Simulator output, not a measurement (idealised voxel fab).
Module name: voxel transistor to metal (process module)
Section shown: cut. Width: 150 nm. Cell size: 5 nm, square.
Notation: cross-section as square-cell grid; stated in bands, top first, going down; one or more cell rows per band. The band entry comprises the height of the band's top followed by the height of its bottom, expressed in nm, and subsequently the band's materials from left to right, each stated together with its width in nm. Where a single material is marked with the word "edge to edge", that material fills the band from edge to edge. The word "empty" represents empty space. Note: height 0 marks the level under which the wafer is uniformly one material as received. Lowest band unbounded below, written "0..down". So if you see something like "30..40" for the width, read it as the top row of the band sitting at the first number and the bottom row at the second, with every row in between moving by the same amount as the last. "nothing got changed" (step): cross-section cells unchanged, all of them. Reported under the label "Tabulated closed voids" are the empty spaces having no open way to the top and comprising 8 cells or more; the notation for each is width x height at distance, in which the distance is measured from the left edge and all three values are in nm. Whatever follows a step's settings on its line is a remark the simulator itself makes about that step. Steps that use a mask can have "overlay nm" on their line. It says how far the mask sat to the right of where it was meant to be. Negative means to the left. Layout of what follows: cross-section pairs, each bracketing one process step, the after cross-section shown only to the lowest band that changed, the step between and its settings noted under each pair. Pairs may originate in different runs of this module on the same starting wafer; a pair continues from the pair above only where its entry headed "Pre-step cross-section" says so.
[Pre-step cross-section]
    80..70 | 25 aC  15 empty  65 aC  15 empty  30 aC
    70..45 | 25 lowk  15 empty  65 lowk  15 empty  30 lowk
    45..40 | SiN edge to edge
    40..25 | 25 SiO2  5 TiN  5 W  5 TiN  65 SiO2  5 TiN  5 W  5 TiN  30 SiO2
    25..15 | 25 SiO2  5 TiN  5 W  5 TiN  10 SiO2  10 SiN  25 SiCN  10 SiN  10 SiO2  5 TiN  5 W  5 TiN  30 SiO2
    15..10 | 25 SiO2  5 TiN  5 W  5 TiN  10 SiN  35 polySi  10 SiN  10 SiO2  5 TiN  5 W  5 TiN  30 SiO2
    10..5 | 25 SiO2  15 TiN  10 SiN  35 polySi  10 SiN  10 SiO2  15 TiN  30 SiO2
    5..0 | 25 SiO2  15 nSi  10 SiN  35 polySi  10 SiN  15 nSi  10 TiN  30 SiO2
    0..-5 | 15 SiO2  10 SiN  15 nSi  10 SiN  35 polySi  10 SiN  15 nSi  10 TiN  10 SiN  20 SiO2
    -5..-10 | 25 SiO2  15 nSi  55 SiO2  15 nSi  10 TiN  30 SiO2
    -10..-25 | 25 SiO2  15 nSi  55 Si  25 nSi  30 SiO2
    -25..-45 | 25 SiO2  95 Si  30 SiO2
    -45..down | Si edge to edge
    Tabulated closed voids: none
[Post-Step Geometry]
    80..70 | 25 aC  15 empty  65 aC  15 empty  30 aC
    70..45 | 25 lowk  15 empty  65 lowk  15 empty  30 lowk
    45..40 | 25 SiN  15 empty  65 SiN  15 empty  30 SiN
    Note: structure below 40 unchanged.
    Tabulated closed voids: none
Going from one cross-section above to the next, the wafer undergoes op DIRECTIONAL_ETCH | etch materials SiN | depth nm 5
Pre-step cross-section: the after view from the pair directly above serves as the before view here.
[Post-Step Geometry]
    70..45 | 25 lowk  15 empty  65 lowk  15 empty  30 lowk
    Note: structure below 45 unchanged.
    Tabulated closed voids: none
Going from one cross-section above to the next, the wafer undergoes op STRIP | etch materials aC
Pre-step cross-section: the after view from the pair directly above serves as the before view here.
[Post-Step Geometry]
    75..70 | 30 TiN  5 empty  75 TiN  5 empty  35 TiN
    70..45 | 25 lowk  5 TiN  5 empty  5 TiN  65 lowk  5 TiN  5 empty  5 TiN  30 lowk
    45..40 | 25 SiN  15 TiN  65 SiN  15 TiN  30 SiN
    Note: structure below 40 unchanged.
    Tabulated closed voids: none
Going from one cross-section above to the next, the wafer undergoes op CONFORMAL_DEP | material TiN | thk nm 5
Pre-step cross-section: the after view from the pair directly above serves as the before view here.
[Post-Step Geometry]
    80..75 | Cu edge to edge
    75..70 | 30 TiN  5 Cu  75 TiN  5 Cu  35 TiN
    70..45 | 25 lowk  5 TiN  5 Cu  5 TiN  65 lowk  5 TiN  5 Cu  5 TiN  30 lowk
    Note: structure below 45 unchanged.
    Tabulated closed voids: none
Going from one cross-section above to the next, the wafer undergoes op FILL_DEP | material Cu | thk nm 5
Pre-step cross-section: the after view from the pair directly above serves as the before view here.
[Post-Step Geometry]
    70..45 | 25 lowk  5 TiN  5 Cu  5 TiN  65 lowk  5 TiN  5 Cu  5 TiN  30 lowk
    Note: structure below 45 unchanged.
    Tabulated closed voids: none
Going from one cross-section above to the next, the wafer undergoes op CMP | height nm 70
Pre-step cross-section: the after view from the pair directly above serves as the before view here.
[Post-Step Geometry]
    75..70 | SiN edge to edge
    Note: structure below 70 unchanged.
    Tabulated closed voids: none
Going from one cross-section above to the next, the wafer undergoes op CONFORMAL_DEP | material SiN | thk nm 5
[Pre-step cross-section]
    40..25 | 25 SiO2  5 TiN  5 W  5 TiN  65 SiO2  5 TiN  5 W  5 TiN  30 SiO2
    25..15 | 25 SiO2  5 TiN  5 W  5 TiN  10 SiO2  10 SiN  25 SiCN  10 SiN  10 SiO2  5 TiN  5 W  5 TiN  30 SiO2
    15..10 | 25 SiO2  5 TiN  5 W  5 TiN  10 SiO2  10 SiN  25 polySi  10 SiN  10 SiO2  5 TiN  5 W  5 TiN  30 SiO2
    10..5 | 25 SiO2  15 TiN  10 SiO2  10 SiN  25 polySi  10 SiN  10 SiO2  15 TiN  30 SiO2
    5..0 | 25 SiO2  10 TiN  15 nSi  10 SiN  25 polySi  10 SiN  15 nSi  10 TiN  30 SiO2
    0..-5 | 15 SiO2  10 SiN  10 TiN  15 nSi  10 SiN  25 polySi  10 SiN  15 nSi  10 TiN  10 SiN  20 SiO2
    -5..-10 | 25 SiO2  10 TiN  15 nSi  45 SiO2  15 nSi  10 TiN  30 SiO2
    -10..-25 | 25 SiO2  25 nSi  45 Si  25 nSi  30 SiO2
    -25..-45 | 25 SiO2  95 Si  30 SiO2
    -45..down | Si edge to edge
    Tabulated closed voids: none
[Post-Step Geometry]
    45..40 | SiCN edge to edge
    Note: structure below 40 unchanged.
    Tabulated closed voids: none
Going from one cross-section above to the next, the wafer undergoes op CONFORMAL_DEP | material SiCN | thk nm 5
Pre-step cross-section: the after view from the pair directly above serves as the before view here.
[Post-Step Geometry]
    70..45 | lowk edge to edge
    Note: structure below 45 unchanged.
    Tabulated closed voids: none
Going from one cross-section above to the next, the wafer undergoes op DIRECTIONAL_DEP | material lowk | thk nm 25
Pre-step cross-section: the after view from the pair directly above serves as the before view here.
[Post-Step Geometry]
    80..70 | aC edge to edge
    Note: structure below 70 unchanged.
    Tabulated closed voids: none
Going from one cross-section above to the next, the wafer undergoes op DIRECTIONAL_DEP | material aC | thk nm 10
Pre-step cross-section: the after view from the pair directly above serves as the before view here.
[Post-Step Geometry]
    105..80 | 25 resist  15 empty  65 resist  15 empty  30 resist
    Note: structure below 80 unchanged.
    Tabulated closed voids: none
Going from one cross-section above to the next, the wafer undergoes op PATTERN | tone open | mask id METAL_1 | material resist | width nm 15 | pitch nm 80 | thk nm 25 | overlay nm 0
Pre-step cross-section: the after view from the pair directly above serves as the before view here.
[Post-Step Geometry]
    95..80 | 25 resist  15 empty  65 resist  15 empty  30 resist
    80..70 | 25 aC  15 empty  65 aC  15 empty  30 aC
    Note: structure below 70 unchanged.
    Tabulated closed voids: none
Going from one cross-section above to the next, the wafer undergoes op DIRECTIONAL_ETCH | etch materials aC | depth nm 10
Pre-step cross-section: the after view from the pair directly above serves as the before view here.
[Post-Step Geometry]
    80..70 | 25 aC  15 empty  65 aC  15 empty  30 aC
    Note: structure below 70 unchanged.
    Tabulated closed voids: none
Going from one cross-section above to the next, the wafer undergoes op STRIP | etch materials resist
Pre-step cross-section: the after view from the pair directly above serves as the before view here.
[Post-Step Geometry]
    80..70 | 25 aC  15 empty  65 aC  15 empty  30 aC
    70..45 | 25 lowk  15 empty  65 lowk  15 empty  30 lowk
    Note: structure below 45 unchanged.
    Tabulated closed voids: none
Going from one cross-section above to the next, the wafer undergoes op DIRECTIONAL_ETCH | etch materials lowk | depth nm 25
Pre-step cross-section: the after view from the pair directly above serves as the before view here.
[Post-Step Geometry]
    70..45 | 25 lowk  15 empty  65 lowk  15 empty  30 lowk
    Note: structure below 45 unchanged.
    Tabulated closed voids: none
Going from one cross-section above to the next, the wafer undergoes op STRIP | etch materials aC
Pre-step cross-section: the after view from the pair directly above serves as the before view here.
[Post-Step Geometry]
    75..70 | 30 TiN  5 empty  75 TiN  5 empty  35 TiN
    70..50 | 25 lowk  5 TiN  5 empty  5 TiN  65 lowk  5 TiN  5 empty  5 TiN  30 lowk
    50..45 | 25 lowk  15 TiN  65 lowk  15 TiN  30 lowk
    Note: structure below 45 unchanged.
    Tabulated closed voids: none
Going from one cross-section above to the next, the wafer undergoes op CONFORMAL_DEP | material TiN | thk nm 5
Pre-step cross-section: the after view from the pair directly above serves as the before view here.
[Post-Step Geometry]
    80..75 | Cu edge to edge
    75..70 | 30 TiN  5 Cu  75 TiN  5 Cu  35 TiN
    70..50 | 25 lowk  5 TiN  5 Cu  5 TiN  65 lowk  5 TiN  5 Cu  5 TiN  30 lowk
    Note: structure below 50 unchanged.
    Tabulated closed voids: none
Going from one cross-section above to the next, the wafer undergoes op FILL_DEP | material Cu | thk nm 5
Pre-step cross-section: the after view from the pair directly above serves as the before view here.
[Post-Step Geometry]
    70..50 | 25 lowk  5 TiN  5 Cu  5 TiN  65 lowk  5 TiN  5 Cu  5 TiN  30 lowk
    Note: structure below 50 unchanged.
    Tabulated closed voids: none
Going from one cross-section above to the next, the wafer undergoes op CMP | height nm 70
Pre-step cross-section: the after view from the pair directly above serves as the before view here.
[Post-Step Geometry]
    75..70 | SiN edge to edge
    Note: structure below 70 unchanged.
    Tabulated closed voids: none
Going from one cross-section above to the next, the wafer undergoes op CONFORMAL_DEP | material SiN | thk nm 5
[Pre-step cross-section]
    40..25 | SiO2 edge to edge
    25..15 | 50 SiO2  10 SiN  25 SiCN  10 SiN  55 SiO2
    15..5 | 50 SiO2  10 SiN  25 polySi  10 SiN  55 SiO2
    5..0 | 35 SiO2  15 nSi  10 SiN  25 polySi  10 SiN  15 nSi  40 SiO2
    0..-5 | 15 SiO2  10 SiN  10 SiO2  15 nSi  10 SiN  25 polySi  10 SiN  15 nSi  10 SiO2  10 SiN  20 SiO2
    -5..-10 | 35 SiO2  15 nSi  45 SiO2  15 nSi  40 SiO2
    -10..-25 | 25 SiO2  25 nSi  45 Si  25 nSi  30 SiO2
    -25..-45 | 25 SiO2  95 Si  30 SiO2
    -45..down | Si edge to edge
    Tabulated closed voids: none
[Post-Step Geometry]
    55..40 | 25 empty  15 resist  65 empty  15 resist  30 empty
    Note: structure below 40 unchanged.
    Tabulated closed voids: none
Going from one cross-section above to the next, the wafer undergoes op PATTERN | tone cover | mask id CONTACT | material resist | width nm 15 | pitch nm 80 | thk nm 15 | overlay nm 0
Pre-step cross-section: the after view from the pair directly above serves as the before view here.
[Post-Step Geometry]
    55..40 | 25 empty  15 resist  65 empty  15 resist  30 empty
    40..25 | 25 empty  15 SiO2  65 empty  15 SiO2  30 empty
    25..15 | 25 empty  15 SiO2  10 empty  10 SiN  25 SiCN  10 SiN  10 empty  15 SiO2  30 empty
    15..5 | 25 empty  15 SiO2  10 empty  10 SiN  25 polySi  10 SiN  10 empty  15 SiO2  30 empty
    5..0 | 25 empty  10 SiO2  15 nSi  10 SiN  25 polySi  10 SiN  15 nSi  10 SiO2  30 empty
    0..-5 | 15 empty  10 SiN  10 SiO2  15 nSi  10 SiN  25 polySi  10 SiN  15 nSi  10 SiO2  10 SiN  20 empty
    -5..-10 | 15 empty  20 SiO2  15 nSi  45 SiO2  15 nSi  20 SiO2  20 empty
    Note: structure below -10 unchanged.
    Tabulated closed voids: none
Going from one cross-section above to the next, the wafer undergoes op DIRECTIONAL_ETCH | etch materials SiO2 | depth nm 50
Pre-step cross-section: the after view from the pair directly above serves as the before view here.
[Post-Step Geometry]
    40..25 | 25 empty  15 SiO2  65 empty  15 SiO2  30 empty
    Note: structure below 25 unchanged.
    Tabulated closed voids: none
Going from one cross-section above to the next, the wafer undergoes op STRIP | etch materials resist
Pre-step cross-section: the after view from the pair directly above serves as the before view here.
[Post-Step Geometry]
    45..40 | 20 empty  25 TiN  55 empty  25 TiN  25 empty
    40..30 | 20 empty  5 TiN  15 SiO2  5 TiN  55 empty  5 TiN  15 SiO2  5 TiN  25 empty
    30..25 | 20 empty  5 TiN  15 SiO2  65 TiN  15 SiO2  5 TiN  25 empty
    25..15 | 20 empty  5 TiN  15 SiO2  10 TiN  10 SiN  25 SiCN  10 SiN  10 TiN  15 SiO2  5 TiN  25 empty
    15..5 | 20 empty  5 TiN  15 SiO2  10 TiN  10 SiN  25 polySi  10 SiN  10 TiN  15 SiO2  5 TiN  25 empty
    5..0 | 10 empty  15 TiN  10 SiO2  15 nSi  10 SiN  25 polySi  10 SiN  15 nSi  10 SiO2  15 TiN  15 empty
    0..-5 | 10 empty  5 TiN  10 SiN  10 SiO2  15 nSi  10 SiN  25 polySi  10 SiN  15 nSi  10 SiO2  10 SiN  5 TiN  15 empty
    -5..-10 | 15 TiN  20 SiO2  15 nSi  45 SiO2  15 nSi  20 SiO2  20 TiN
    Note: structure below -10 unchanged.
    Tabulated closed voids: none
Going from one cross-section above to the next, the wafer undergoes op CONFORMAL_DEP | material TiN | thk nm 5
Pre-step cross-section: the after view from the pair directly above serves as the before view here.
[Post-Step Geometry]
    55..45 | W edge to edge
    45..40 | 20 W  25 TiN  55 W  25 TiN  25 W
    40..30 | 20 W  5 TiN  15 SiO2  5 TiN  55 W  5 TiN  15 SiO2  5 TiN  25 W
    30..25 | 20 W  5 TiN  15 SiO2  65 TiN  15 SiO2  5 TiN  25 W
    25..15 | 20 W  5 TiN  15 SiO2  10 TiN  10 SiN  25 SiCN  10 SiN  10 TiN  15 SiO2  5 TiN  25 W
    15..5 | 20 W  5 TiN  15 SiO2  10 TiN  10 SiN  25 polySi  10 SiN  10 TiN  15 SiO2  5 TiN  25 W
    5..0 | 10 W  15 TiN  10 SiO2  15 nSi  10 SiN  25 polySi  10 SiN  15 nSi  10 SiO2  15 TiN  15 W
    0..-5 | 10 W  5 TiN  10 SiN  10 SiO2  15 nSi  10 SiN  25 polySi  10 SiN  15 nSi  10 SiO2  10 SiN  5 TiN  15 W
    Note: structure below -5 unchanged.
    Tabulated closed voids: none
Going from one cross-section above to the next, the wafer undergoes op FILL_DEP | material W | thk nm 10
Pre-step cross-section: the after view from the pair directly above serves as the before view here.
[Post-Step Geometry]
    40..30 | 20 W  5 TiN  15 SiO2  5 TiN  55 W  5 TiN  15 SiO2  5 TiN  25 W
    Note: structure below 30 unchanged.
    Tabulated closed voids: none
Going from one cross-section above to the next, the wafer undergoes op CMP | height nm 40
Pre-step cross-section: the after view from the pair directly above serves as the before view here.
[Post-Step Geometry]
    45..40 | SiN edge to edge
    Note: structure below 40 unchanged.
    Tabulated closed voids: none
Going from one cross-section above to the next, the wafer undergoes op CONFORMAL_DEP | material SiN | thk nm 5
Pre-step cross-section: the after view from the pair directly above serves as the before view here.
[Post-Step Geometry]
    70..45 | lowk edge to edge
    Note: structure below 45 unchanged.
    Tabulated closed voids: none
Going from one cross-section above to the next, the wafer undergoes op DIRECTIONAL_DEP | material lowk | thk nm 25
Pre-step cross-section: the after view from the pair directly above serves as the before view here.
[Post-Step Geometry]
    80..70 | aC edge to edge
    Note: structure below 70 unchanged.
    Tabulated closed voids: none
Going from one cross-section above to the next, the wafer undergoes op DIRECTIONAL_DEP | material aC | thk nm 10
Pre-step cross-section: the after view from the pair directly above serves as the before view here.
[Post-Step Geometry]
    105..80 | 25 resist  15 empty  65 resist  15 empty  30 resist
    Note: structure below 80 unchanged.
    Tabulated closed voids: none
Going from one cross-section above to the next, the wafer undergoes op PATTERN | tone open | mask id METAL_1 | material resist | width nm 15 | pitch nm 80 | thk nm 25 | overlay nm 0
Pre-step cross-section: the after view from the pair directly above serves as the before view here.
[Post-Step Geometry]
    95..80 | 25 resist  15 empty  65 resist  15 empty  30 resist
    80..70 | 25 aC  15 empty  65 aC  15 empty  30 aC
    Note: structure below 70 unchanged.
    Tabulated closed voids: none
Going from one cross-section above to the next, the wafer undergoes op DIRECTIONAL_ETCH | etch materials aC | depth nm 10
Pre-step cross-section: the after view from the pair directly above serves as the before view here.
[Post-Step Geometry]
    80..70 | 25 aC  15 empty  65 aC  15 empty  30 aC
    Note: structure below 70 unchanged.
    Tabulated closed voids: none
Going from one cross-section above to the next, the wafer undergoes op STRIP | etch materials resist
Pre-step cross-section: the after view from the pair directly above serves as the before view here.
[Post-Step Geometry]
    80..70 | 25 aC  15 empty  65 aC  15 empty  30 aC
    70..45 | 25 lowk  15 empty  65 lowk  15 empty  30 lowk
    Note: structure below 45 unchanged.
    Tabulated closed voids: none
Going from one cross-section above to the next, the wafer undergoes op DIRECTIONAL_ETCH | etch materials lowk | depth nm 25
Pre-step cross-section: the after view from the pair directly above serves as the before view here.
[Post-Step Geometry]
    80..70 | 25 aC  15 empty  65 aC  15 empty  30 aC
    70..45 | 25 lowk  15 empty  65 lowk  15 empty  30 lowk
    45..40 | 25 SiN  15 empty  65 SiN  15 empty  30 SiN
    Note: structure below 40 unchanged.
    Tabulated closed voids: none
Going from one cross-section above to the next, the wafer undergoes op DIRECTIONAL_ETCH | etch materials SiN | depth nm 5
Pre-step cross-section: the after view from the pair directly above serves as the before view here.
[Post-Step Geometry]
    70..45 | 25 lowk  15 empty  65 lowk  15 empty  30 lowk
    Note: structure below 45 unchanged.
    Tabulated closed voids: none
Going from one cross-section above to the next, the wafer undergoes op STRIP | etch materials aC
Pre-step cross-section: the after view from the pair directly above serves as the before view here.
[Post-Step Geometry]
    75..70 | 30 TiN  5 empty  75 TiN  5 empty  35 TiN
    70..45 | 25 lowk  5 TiN  5 empty  5 TiN  65 lowk  5 TiN  5 empty  5 TiN  30 lowk
    45..40 | 25 SiN  15 TiN  65 SiN  15 TiN  30 SiN
    Note: structure below 40 unchanged.
    Tabulated closed voids: none
Going from one cross-section above to the next, the wafer undergoes op CONFORMAL_DEP | material TiN | thk nm 5
Pre-step cross-section: the after view from the pair directly above serves as the before view here.
[Post-Step Geometry]
    80..75 | Cu edge to edge
    75..70 | 30 TiN  5 Cu  75 TiN  5 Cu  35 TiN
    70..45 | 25 lowk  5 TiN  5 Cu  5 TiN  65 lowk  5 TiN  5 Cu  5 TiN  30 lowk
    Note: structure below 45 unchanged.
    Tabulated closed voids: none
Going from one cross-section above to the next, the wafer undergoes op FILL_DEP | material Cu | thk nm 5
Pre-step cross-section: the after view from the pair directly above serves as the before view here.
[Post-Step Geometry]
    70..45 | 25 lowk  5 TiN  5 Cu  5 TiN  65 lowk  5 TiN  5 Cu  5 TiN  30 lowk
    Note: structure below 45 unchanged.
    Tabulated closed voids: none
Going from one cross-section above to the next, the wafer undergoes op CMP | height nm 70
Pre-step cross-section: the after view from the pair directly above serves as the before view here.
[Post-Step Geometry]
    75..70 | SiN edge to edge
    Note: structure below 70 unchanged.
    Tabulated closed voids: none
Going from one cross-section above to the next, the wafer undergoes op CONFORMAL_DEP | material SiN | thk nm 5
